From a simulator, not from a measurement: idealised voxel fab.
Module name: voxel spacer lines (process module)
Xsec cut, 180 nm wide, square cell size 5 nm.
Heads up, the way a cross-section reads in here is a grid of square cells, handed over as bands from the top down, with every band being one or more rows of cells.
What a band's entry tells you: where the top is and where the bottom is, as heights in nm, and after that what lies inside, material by material from left to right, each with its width in nm. Empty space is written as the word "air", and a single material marked with the word "everywhere" occupies the band from edge to edge.
The level at which height equals 0 is the one under which the wafer, as it arrives, is entirely one material. No lower edge exists for the bottom band, which continues downward and is notated as in "0 nm and below".
A width such as "30..40" changes by the same amount from each row of cells to the next, from the band's top row to its bottom row.
Any step labelled "remained the same" changed none of the cells in the cross-section.
Each empty space that has no open way to the top and spans at least 8 cells appears under "Enclosed void listing" as width x height at distance, the distance counted from the left edge, all in nm.
Read whatever lies past the settings on a step's line as the simulator's own remark about the step.
overlay nm, on a step with a mask: how far to the right of its planned place the mask lay; to the left if negative
The planned process steps are enumerated hereunder:
step 1: RECEIVE (material Si)
step 2: CONFORMAL_DEP (material Al2O3; thk nm 5)
step 3: DIRECTIONAL_DEP (material W; thk nm 10)
step 4: DIRECTIONAL_DEP (material aC; thk nm 30)
step 5: PATTERN (tone cover; mask id MANDREL; material resist; width nm 15; pitch nm 50; thk nm 35; overlay nm 0)
step 6: DIRECTIONAL_ETCH (etch materials aC; depth nm 30)
step 7: STRIP (etch materials resist)
step 8: CONFORMAL_DEP (material SiO2; thk nm 10)
step 9: DIRECTIONAL_ETCH (etch materials SiO2; depth nm 10)
step 10: STRIP (etch materials aC)
step 11: DIRECTIONAL_ETCH (etch materials W; depth nm 10)
step 12: STRIP (etch materials SiO2)
step 13: FILL_DEP (material lowk; thk nm 10)
step 14: CMP (height nm 15)
Cross-section, incoming material, after step 1:
- 0 nm and below  Si everywhere
- Enclosed void listing: none
Cross-section, first of two wafers, end of module, run as planned:
- 15 nm to 5 nm  lowk: 20 | W: 10 | lowk: 15 | W: 10 | lowk: 15 | W: 10 | lowk: 15 | W: 10 | lowk: 15 | W: 10 | lowk: 15 | W: 10 | lowk: 25
- 5 nm to 0 nm  Al2O3 everywhere
- 0 nm and below  Si everywhere
- Enclosed void listing: none
Same start, same plan as the first wafer - but one mistake in the run. Cross-section of the second of the two at the end of the module:
- 15 nm to 5 nm  lowk: 15 | W: 10 | lowk: 25 | W: 10 | lowk: 5 | W: 10 | lowk: 25 | W: 10 | lowk: 5 | W: 10 | lowk: 25 | W: 10 | lowk: 20
- 5 nm to 0 nm  Al2O3 everywhere
- 0 nm and below  Si everywhere
- Enclosed void listing: none
Where did the run depart from the plan? step 5 deviated from plan and actually ran as PATTERN (tone cover; mask id MANDREL; material resist; width nm 25; pitch nm 50; thk nm 35; overlay nm 0)
The two final wafers agree on how many cells each material fills and disagree on which cells those are.
